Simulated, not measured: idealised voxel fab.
process module | voxel wiring stack
cross-section cut | 265 nm wide | cells 5 nm
A cross-section is a grid of square cells, given in bands from the top down. A band is one or more rows of cells.
Each band's line starts with the height of the band's top and of its bottom, in nm. Then come its materials from left to right, each with its width in nm. One material with "throughout" fills the band from edge to edge. "air" is empty space.
Height 0 is the level under which the wafer as received is all one material. The lowest band goes on downwards, as in "0 down".
A width such as "30 to 40" changes by the same amount from each row of cells to the next, from the band's top row to its bottom row.
"no change" after a step means that no cell of the cross-section changed.
closed voids: empty space of 8 cells or more with no open way to the top, each as width x height at its distance from the left edge, in nm
after a step's settings: what the simulator itself notes on the step
overlay nm, on a step with a mask: how far to the right of its planned place the mask lay; to the left if negative
plan
1 op RECEIVE | material Si
2 op CONFORMAL_DEP | material SiO2 | thk nm 15
3 op DIRECTIONAL_DEP | material TiN | thk nm 5
4 op DIRECTIONAL_DEP | material Ru | thk nm 25
5 op MASKED_ETCH | tone cover | mask id METAL_1 | width nm 20 | pitch nm 35 | etch materials Ru | depth nm 25 | overlay nm 0
6 op MASKED_ETCH | tone cover | mask id METAL_1 | width nm 20 | pitch nm 35 | etch materials TiN | depth nm 5 | overlay nm 0
7 op CONFORMAL_DEP | material SiCN | thk nm 5
8 op FILL_DEP | material lowk | thk nm 5
9 op CMP | height nm 45
10 op CONFORMAL_DEP | material SiCN | thk nm 5
11 op DIRECTIONAL_DEP | material SiO2 | thk nm 30
12 op MASKED_ETCH | tone open | mask id METAL_2 | width nm 20 | pitch nm 35 | etch materials SiO2 | depth nm 15 | overlay nm 0
13 op DIRECTIONAL_DEP | material aC | thk nm 10
14 op PATTERN | tone open | mask id METAL_2_HOLES | material resist | width nm 15 | pitch nm 70 | thk nm 25 | overlay nm 0
15 op DIRECTIONAL_ETCH | etch materials aC | depth nm 10
16 op STRIP | etch materials resist
17 op DIRECTIONAL_ETCH | etch materials SiO2 | depth nm 15
18 op DIRECTIONAL_ETCH | etch materials SiCN | depth nm 5
19 op STRIP | etch materials aC
20 op CONFORMAL_DEP | material TiN | thk nm 5
21 op FILL_DEP | material Ru | thk nm 10
22 op CMP | height nm 80
23 op CONFORMAL_DEP | material SiCN | thk nm 5
24 op DIRECTIONAL_DEP | material lowk | thk nm 15
25 op MASKED_ETCH | tone open | mask id PLUG_2 | width nm 15 | pitch nm 35 | etch materials lowk | depth nm 15 | overlay nm 0
26 op MASKED_ETCH | tone open | mask id PLUG_2 | width nm 15 | pitch nm 35 | etch materials SiCN | depth nm 5 | overlay nm 0
27 op CONFORMAL_DEP | material TiN | thk nm 5
28 op FILL_DEP | material Cu | thk nm 10
29 op CMP | height nm 100
30 op DIRECTIONAL_DEP | material TiN | thk nm 5
31 op DIRECTIONAL_DEP | material W | thk nm 15
32 op DIRECTIONAL_DEP | material aC | thk nm 15
33 op PATTERN | tone cover | mask id METAL_3 | material resist | width nm 20 | pitch nm 35 | thk nm 35 | overlay nm 0
34 op DIRECTIONAL_ETCH | etch materials aC | depth nm 15
35 op STRIP | etch materials resist
36 op DIRECTIONAL_ETCH | etch materials W | depth nm 15
37 op DIRECTIONAL_ETCH | etch materials TiN | depth nm 5
38 op STRIP | etch materials aC
39 op CONFORMAL_DEP | material SiCN | thk nm 5
40 op FILL_DEP | material SiO2 | thk nm 10
41 op CMP | height nm 120
42 op CONFORMAL_DEP | material SiN | thk nm 5
as received, after step 1
  0 down: Si throughout
  closed voids: none
first wafer at the end, as planned
  125 to 120: SiN throughout
  120 to 105: SiO2 80 | SiCN 5 | W 20 | SiCN 5 | SiO2 5 | SiCN 5 | W 20 | SiCN 5 | SiO2 5 | SiCN 5 | W 20 | SiCN 5 | SiO2 85
  105 to 100: SiCN 85 | TiN 20 | SiCN 15 | TiN 20 | SiCN 15 | TiN 20 | SiCN 90
  100 to 85: lowk 85 | TiN 5 | Cu 5 | TiN 5 | lowk 20 | TiN 5 | Cu 5 | TiN 5 | lowk 20 | TiN 5 | Cu 5 | TiN 5 | lowk 95
  85 to 80: SiCN 85 | TiN 15 | SiCN 20 | TiN 15 | SiCN 20 | TiN 15 | SiCN 95
  80 to 70: SiO2 85 | TiN 5 | Ru 10 | TiN 5 | SiO2 15 | TiN 5 | Ru 10 | TiN 5 | SiO2 15 | TiN 5 | Ru 10 | TiN 5 | SiO2 90
  70 to 65: SiO2 85 | TiN 5 | Ru 5 | TiN 10 | SiO2 15 | TiN 20 | SiO2 15 | TiN 5 | Ru 5 | TiN 10 | SiO2 90
  65 to 50: SiO2 85 | TiN 5 | Ru 5 | TiN 5 | SiO2 55 | TiN 5 | Ru 5 | TiN 5 | SiO2 95
  50 to 45: SiCN 85 | TiN 15 | SiCN 55 | TiN 15 | SiCN 95
  45 to 20: lowk 80 | SiCN 5 | Ru 20 | SiCN 5 | lowk 5 | SiCN 5 | Ru 20 | SiCN 5 | lowk 5 | SiCN 5 | Ru 20 | SiCN 5 | lowk 85
  20 to 15: SiCN 85 | TiN 20 | SiCN 15 | TiN 20 | SiCN 15 | TiN 20 | SiCN 90
  15 to 0: SiO2 throughout
  0 down: Si throughout
  closed voids: none
second wafer at the end: like start, like plan, one mistake
  125 to 120: SiN throughout
  120 to 105: SiO2 80 | SiCN 5 | W 20 | SiCN 5 | SiO2 5 | SiCN 5 | W 20 | SiCN 5 | SiO2 5 | SiCN 5 | W 20 | SiCN 5 | SiO2 85
  105 to 100: SiCN 85 | TiN 20 | SiCN 15 | TiN 20 | SiCN 15 | TiN 20 | SiCN 90
  100 to 90: lowk 85 | TiN 5 | Cu 5 | TiN 5 | lowk 20 | TiN 5 | Cu 5 | TiN 5 | lowk 20 | TiN 5 | Cu 5 | TiN 5 | lowk 95
  90 to 85: lowk 85 | TiN 15 | lowk 20 | TiN 15 | lowk 20 | TiN 15 | lowk 95
  85 to 80: SiCN 85 | TiN 10 | SiCN 25 | TiN 10 | SiCN 25 | TiN 10 | SiCN 100
  80 to 70: SiO2 85 | TiN 5 | Ru 10 | TiN 5 | SiO2 15 | TiN 5 | Ru 10 | TiN 5 | SiO2 15 | TiN 5 | Ru 10 | TiN 5 | SiO2 90
  70 to 65: SiO2 85 | TiN 5 | Ru 5 | TiN 10 | SiO2 15 | TiN 20 | SiO2 15 | TiN 5 | Ru 5 | TiN 10 | SiO2 90
  65 to 50: SiO2 85 | TiN 5 | Ru 5 | TiN 5 | SiO2 55 | TiN 5 | Ru 5 | TiN 5 | SiO2 95
  50 to 45: SiCN 85 | TiN 15 | SiCN 55 | TiN 15 | SiCN 95
  45 to 20: lowk 80 | SiCN 5 | Ru 20 | SiCN 5 | lowk 5 | SiCN 5 | Ru 20 | SiCN 5 | lowk 5 | SiCN 5 | Ru 20 | SiCN 5 | lowk 85
  20 to 15: SiCN 85 | TiN 20 | SiCN 15 | TiN 20 | SiCN 15 | TiN 20 | SiCN 90
  15 to 0: SiO2 throughout
  0 down: Si throughout
  closed voids: none
what went wrong: step 26 ran as: op MASKED_ETCH | tone open | mask id PLUG_2 | width nm 15 | pitch nm 35 | etch materials SiCN | depth nm 5 | overlay nm -5
at the end the second wafer has, in cells: 3 fewer of Cu | 3 more of SiCN
